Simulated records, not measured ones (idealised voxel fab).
process module | voxel gate over fins
cross-section cut | 300 nm wide | cells 5 nm
A cross-section is a grid of square cells, given in bands from the top down. A band is one or more rows of cells.
Each band's line starts with the height of the band's top and of its bottom, in nm. Then come its materials from left to right, each with its width in nm. One material with "throughout" fills the band from edge to edge. "air" is empty space.
Height 0 is the level under which the wafer as received is all one material. The lowest band goes on downwards, as in "0 down".
A width such as "30 to 40" changes by the same amount from each row of cells to the next, from the band's top row to its bottom row.
"no change" after a step means that no cell of the cross-section changed.
closed voids: empty space of 8 cells or more with no open way to the top, each as width x height at its distance from the left edge, in nm
after a step's settings: what the simulator itself notes on the step
overlay nm, on a step with a mask: how far to the right of its planned place the mask lay; to the left if negative
plan
1 op RECEIVE | material Si
2 op CONFORMAL_DEP | material SiN | thk nm 5
3 op MASKED_ETCH | tone cover | mask id FINS | width nm 15 | pitch nm 55 | etch materials SiN | depth nm 5 | overlay nm 0
4 op MASKED_ETCH | tone cover | mask id FINS | width nm 15 | pitch nm 55 | etch materials Si | depth nm 40 | overlay nm 0
5 op OXIDIZE | depth nm 5
6 op FILL_DEP | material SiO2 | thk nm 10
7 op CMP | height nm 5
8 op DIRECTIONAL_DEP | material aC | thk nm 10
9 op PATTERN | tone open | mask id RAIL | material resist | width nm 15 | thk nm 25 | overlay nm 0
10 op DIRECTIONAL_ETCH | etch materials aC | depth nm 10
11 op STRIP | etch materials resist
12 op DIRECTIONAL_ETCH | etch materials SiO2 | depth nm 40
13 op STRIP | etch materials aC
14 op CONFORMAL_DEP | material TiN | thk nm 5
15 op FILL_DEP | material W | thk nm 10
16 op CMP | height nm 5
17 op SELECTIVE_ETCH | etch materials W Ru TiN | depth nm 25
18 op FILL_DEP | material SiO2 | thk nm 5
19 op CMP | height nm 5
20 op SELECTIVE_ETCH | etch materials SiO2 | depth nm 15
21 op STRIP | etch materials SiN
22 op CONFORMAL_DEP | material HfO2 | thk nm 5
23 op CONFORMAL_DEP | material TiN | thk nm 5
24 op CONFORMAL_DEP | material TiAl | thk nm 5
25 op CONFORMAL_DEP | material TiN | thk nm 5
26 op FILL_DEP | material W | thk nm 15
27 op CMP | height nm 30
28 op CONFORMAL_DEP | material SiN | thk nm 5
as received, after step 1
  0 down: Si throughout
  closed voids: none
a wafer at the end: this start, this plan, one mistake
  35 to 30: SiN throughout
  30 to 20: W throughout
  20 to 15: W 45 | TiN 45 | W 10 | TiN 45 | W 10 | TiN 45 | W 10 | TiN 45 | W 45
  15 to 10: W 35 | TiN 15 | TiAl 35 | TiN 20 | TiAl 35 | TiN 20 | TiAl 35 | TiN 20 | TiAl 35 | TiN 5 | W 45
  10 to 5: TiN 40 | TiAl 15 | TiN 25 | TiAl 5 | TiN 10 | TiAl 15 | TiN 25 | TiAl 5 | TiN 10 | TiAl 15 | TiN 25 | TiAl 5 | TiN 10 | TiAl 15 | TiN 25 | TiAl 5 | TiN 50
  5 to 0: TiAl 45 | TiN 15 | HfO2 15 | TiN 5 | TiAl 20 | TiN 15 | HfO2 15 | TiN 5 | TiAl 20 | TiN 15 | HfO2 15 | TiN 5 | TiAl 20 | TiN 15 | HfO2 15 | TiN 5 | TiAl 55
  0 to -5: TiN 50 | HfO2 15 | Si 5 | HfO2 5 | TiN 30 | HfO2 15 | Si 5 | HfO2 5 | TiN 30 | HfO2 15 | Si 5 | HfO2 5 | TiN 30 | HfO2 15 | Si 5 | HfO2 5 | TiN 60
  -5 to -10: HfO2 55 | Si 15 | HfO2 40 | Si 15 | HfO2 40 | Si 15 | HfO2 40 | Si 15 | HfO2 65
  -10 to -20: SiO2 55 | Si 15 | SiO2 40 | Si 15 | SiO2 40 | Si 15 | SiO2 40 | Si 15 | SiO2 65
  -20 to -30: SiO2 55 | Si 15 | SiO2 15 | TiN 5 | W 5 | TiN 5 | SiO2 10 | Si 15 | SiO2 40 | Si 15 | SiO2 40 | Si 15 | SiO2 65
  -30 to -35: SiO2 55 | Si 15 | SiO2 15 | TiN 15 | SiO2 10 | Si 15 | SiO2 40 | Si 15 | SiO2 40 | Si 15 | SiO2 65
  -35 to -45: SiO2 55 | Si 15 | SiO2 40 | Si 15 | SiO2 40 | Si 15 | SiO2 40 | Si 15 | SiO2 65
  -45 down: Si throughout
  closed voids: none
what went wrong: step 4 ran as: op MASKED_ETCH | tone cover | mask id FINS | width nm 15 | pitch nm 55 | etch materials Si | depth nm 40 | overlay nm -10
